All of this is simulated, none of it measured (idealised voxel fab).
Documented hereafter: the process module known as voxel wiring stack.
FYI the section here is cut, 260 nm wide, cells are 5 nm squares.
When this document writes out a cross-section, it uses a grid of square cells and lists it as bands, beginning at the top and moving down, with a band standing for one or more rows of cells. The band entry comprises the height of the band's top followed by the height of its bottom, expressed in nm, and subsequently the band's materials from left to right, each stated together with its width in nm. Where a single material is marked with the word "all across", that material fills the band from edge to edge. The word "empty" represents empty space. Heads up on the height convention: 0 is the point under which the incoming wafer is all one material, and the lowest band has no bottom, it just keeps going down, like "0 down". It should be noted that a width expressed as "30 to 40" varies in equal increments from row to row of cells within the band, taking the value of the first number at the top row and that of the second number at the bottom row. Any step labelled "remained unchanged" changed none of the cells in the cross-section. If an empty space has no open way to the top and is at least 8 cells in size, "Enclosed empty spaces" lists it, written width x height at distance, where distance is measured from the left edge and every value is in nm. On each step's line, the part that comes after the settings is the simulator's own comment on the step. You can add "overlay nm" to a step's line. For a step with a mask, it describes how far the mask lay to the right of its planned position, and a negative number describes a lay to the left. Pairs, read this way: before one process step on the one hand, after it on the other, the after cross-section ending at the lowest band that changed; the step between, settings included, beneath. Same starting wafer throughout, but possibly different runs of this module, so no pair continues from the pair above unless its entry headed "Pre-step profile" says so.
Pre-step profile:
	135 to 100 | lowk all across
	100 to 95 | SiCN all across
	95 to 90 | 55 of SiCN | 30 of Ru | 10 of SiCN | 30 of Ru | 10 of SiCN | 30 of Ru | 10 of SiCN | 30 of Ru | 55 of SiCN
	90 to 65 | 60 of SiO2 | 5 of TiN | 10 of W | 5 of TiN | 20 of SiO2 | 5 of TiN | 10 of W | 5 of TiN | 20 of SiO2 | 5 of TiN | 10 of W | 5 of TiN | 20 of SiO2 | 5 of TiN | 10 of W | 5 of TiN | 60 of SiO2
	65 to 60 | 60 of SiN | 20 of TiN | 20 of SiN | 20 of TiN | 20 of SiN | 20 of TiN | 20 of SiN | 20 of TiN | 60 of SiN
	60 to 45 | 60 of SiO2 | 15 of Ru | 25 of SiO2 | 15 of Ru | 25 of SiO2 | 15 of Ru | 25 of SiO2 | 15 of Ru | 65 of SiO2
	45 to 35 | 60 to 55 of SiCN | 15 to 30 of Ru | 25 to 10 of SiCN | 15 to 30 of Ru | 25 to 10 of SiCN | 15 to 30 of Ru | 25 to 10 of SiCN | 15 to 30 of Ru | 65 to 55 of SiCN
	35 to 15 | 60 of lowk | 5 of TiN | 10 of Cu | 5 of TiN | 20 of lowk | 5 of TiN | 10 of Cu | 5 of TiN | 20 of lowk | 5 of TiN | 10 of Cu | 5 of TiN | 20 of lowk | 5 of TiN | 10 of Cu | 5 of TiN | 60 of lowk
	15 to 10 | 60 of SiN | 20 of TiN | 20 of SiN | 20 of TiN | 20 of SiN | 20 of TiN | 20 of SiN | 20 of TiN | 60 of SiN
	10 to 0 | SiO2 all across
	0 down | Si all across
	Enclosed empty spaces: none
Post-Step Snapshot:
	135 to 115 | 60 of empty | 20 of lowk | 20 of empty | 20 of lowk | 20 of empty | 20 of lowk | 20 of empty | 20 of lowk | 60 of empty
	At heights below 115, the structure remains unaltered.
	Enclosed empty spaces: none
Between the two cross-sections shown above, the process step is op MASKED_ETCH | tone cover | mask id METAL_3 | width nm 20 | pitch nm 40 | etch materials lowk | depth nm 20 | overlay nm 0
Pre-step profile: The prior state of this step coincides with the post-step cross-section of the pair just above.
Post-Step Snapshot:
	150 to 135 | 60 of empty | 20 of aC | 20 of empty | 20 of aC | 20 of empty | 20 of aC | 20 of empty | 20 of aC | 60 of empty
	135 to 130 | 60 of empty | 20 of lowk | 20 of empty | 20 of lowk | 20 of empty | 20 of lowk | 20 of empty | 20 of lowk | 60 of empty
	130 to 115 | 60 of aC | 20 of lowk | 20 of aC | 20 of lowk | 20 of aC | 20 of lowk | 20 of aC | 20 of lowk | 60 of aC
	At heights below 115, the structure remains unaltered.
	Enclosed empty spaces: none
Between the two cross-sections shown above, the process step is op DIRECTIONAL_DEP | material aC | thk nm 15
Pre-step profile: The prior state of this step coincides with the post-step cross-section of the pair just above.
Post-Step Snapshot:
	185 to 150 | 60 of resist | 15 of empty | 65 of resist | 15 of empty | 105 of resist
	150 to 135 | 60 of resist | 20 of aC | 20 of resist | 20 of aC | 20 of resist | 20 of aC | 20 of resist | 20 of aC | 60 of resist
	135 to 130 | 60 of resist | 20 of lowk | 20 of resist | 20 of lowk | 20 of resist | 20 of lowk | 20 of resist | 20 of lowk | 60 of resist
	At heights below 130, the structure remains unaltered.
	Enclosed empty spaces: none
Between the two cross-sections shown above, the process step is op PATTERN | tone open | mask id METAL_3_HOLES | material resist | width nm 15 | pitch nm 80 | thk nm 35 | overlay nm 0
Pre-step profile: The prior state of this step coincides with the post-step cross-section of the pair just above.
Post-Step Snapshot:
	170 to 150 | 60 of resist | 15 of empty | 65 of resist | 15 of empty | 105 of resist
	150 to 135 | 60 of resist | 15 of empty | 5 of aC | 20 of resist | 20 of aC | 20 of resist | 15 of empty | 5 of aC | 20 of resist | 20 of aC | 60 of resist
	At heights below 135, the structure remains unaltered.
	Enclosed empty spaces: none
Between the two cross-sections shown above, the process step is op DIRECTIONAL_ETCH | etch materials aC | depth nm 15
Pre-step profile: The prior state of this step coincides with the post-step cross-section of the pair just above.
Post-Step Snapshot:
	150 to 135 | 75 of empty | 5 of aC | 20 of empty | 20 of aC | 35 of empty | 5 of aC | 20 of empty | 20 of aC | 60 of empty
	135 to 130 | 60 of empty | 20 of lowk | 20 of empty | 20 of lowk | 20 of empty | 20 of lowk | 20 of empty | 20 of lowk | 60 of empty
	At heights below 130, the structure remains unaltered.
	Enclosed empty spaces: none
Between the two cross-sections shown above, the process step is op STRIP | etch materials resist
Pre-step profile: The prior state of this step coincides with the post-step cross-section of the pair just above.
Post-Step Snapshot:
	150 to 135 | 75 of empty | 5 of aC | 20 of empty | 20 of aC | 35 of empty | 5 of aC | 20 of empty | 20 of aC | 60 of empty
	135 to 130 | 75 of empty | 5 of lowk | 20 of empty | 20 of lowk | 35 of empty | 5 of lowk | 20 of empty | 20 of lowk | 60 of empty
	130 to 120 | 60 of aC | 15 of empty | 5 of lowk | 20 of aC | 20 of lowk | 20 of aC | 15 of empty | 5 of lowk | 20 of aC | 20 of lowk | 60 of aC
	At heights below 120, the structure remains unaltered.
	Enclosed empty spaces: none
Between the two cross-sections shown above, the process step is op DIRECTIONAL_ETCH | etch materials lowk | depth nm 15
Pre-step profile: The prior state of this step coincides with the post-step cross-section of the pair just above.
Post-Step Snapshot:
	135 to 120 | 75 of empty | 5 of lowk | 20 of empty | 20 of lowk | 35 of empty | 5 of lowk | 20 of empty | 20 of lowk | 60 of empty
	120 to 115 | 60 of empty | 20 of lowk | 20 of empty | 20 of lowk | 20 of empty | 20 of lowk | 20 of empty | 20 of lowk | 60 of empty
	At heights below 115, the structure remains unaltered.
	Enclosed empty spaces: none
Between the two cross-sections shown above, the process step is op STRIP | etch materials aC
Pre-step profile: The prior state of this step coincides with the post-step cross-section of the pair just above.
Post-Step Snapshot:
	140 to 135 | 70 of empty | 15 of TiN | 10 of empty | 30 of TiN | 25 of empty | 15 of TiN | 10 of empty | 30 of TiN | 55 of empty
	135 to 125 | 70 of empty | 5 of TiN | 5 of lowk | 5 of TiN | 10 of empty | 5 of TiN | 20 of lowk | 5 of TiN | 25 of empty | 5 of TiN | 5 of lowk | 5 of TiN | 10 of empty | 5 of TiN | 20 of lowk | 5 of TiN | 55 of empty
	125 to 120 | 55 of empty | 20 of TiN | 5 of lowk | 5 of TiN | 10 of empty | 5 of TiN | 20 of lowk | 5 of TiN | 10 of empty | 20 of TiN | 5 of lowk | 5 of TiN | 10 of empty | 5 of TiN | 20 of lowk | 5 of TiN | 55 of empty
	120 to 115 | 60 of TiN | 20 of lowk | 20 of TiN | 20 of lowk | 20 of TiN | 20 of lowk | 20 of TiN | 20 of lowk | 60 of TiN
	At heights below 115, the structure remains unaltered.
	Enclosed empty spaces: none
Between the two cross-sections shown above, the process step is op CONFORMAL_DEP | material TiN | thk nm 5
Pre-step profile: The prior state of this step coincides with the post-step cross-section of the pair just above.
Post-Step Snapshot:
	150 to 140 | Ru all across
	140 to 135 | 70 of Ru | 15 of TiN | 10 of Ru | 30 of TiN | 25 of Ru | 15 of TiN | 10 of Ru | 30 of TiN | 55 of Ru
	135 to 125 | 70 of Ru | 5 of TiN | 5 of lowk | 5 of TiN | 10 of Ru | 5 of TiN | 20 of lowk | 5 of TiN | 25 of Ru | 5 of TiN | 5 of lowk | 5 of TiN | 10 of Ru | 5 of TiN | 20 of lowk | 5 of TiN | 55 of Ru
	125 to 120 | 55 of Ru | 20 of TiN | 5 of lowk | 5 of TiN | 10 of Ru | 5 of TiN | 20 of lowk | 5 of TiN | 10 of Ru | 20 of TiN | 5 of lowk | 5 of TiN | 10 of Ru | 5 of TiN | 20 of lowk | 5 of TiN | 55 of Ru
	At heights below 120, the structure remains unaltered.
	Enclosed empty spaces: none
Between the two cross-sections shown above, the process step is op FILL_DEP | material Ru | thk nm 10
Pre-step profile: The prior state of this step coincides with the post-step cross-section of the pair just above.
Post-Step Snapshot:
	135 to 125 | 70 of Ru | 5 of TiN | 5 of lowk | 5 of TiN | 10 of Ru | 5 of TiN | 20 of lowk | 5 of TiN | 25 of Ru | 5 of TiN | 5 of lowk | 5 of TiN | 10 of Ru | 5 of TiN | 20 of lowk | 5 of TiN | 55 of Ru
	At heights below 125, the structure remains unaltered.
	Enclosed empty spaces: none
Between the two cross-sections shown above, the process step is op CMP | height nm 135
Pre-step profile: The prior state of this step coincides with the post-step cross-section of the pair just above.
Post-Step Snapshot:
	140 to 135 | SiCN all across
	At heights below 135, the structure remains unaltered.
	Enclosed empty spaces: none
Between the two cross-sections shown above, the process step is op CONFORMAL_DEP | material SiCN | thk nm 5
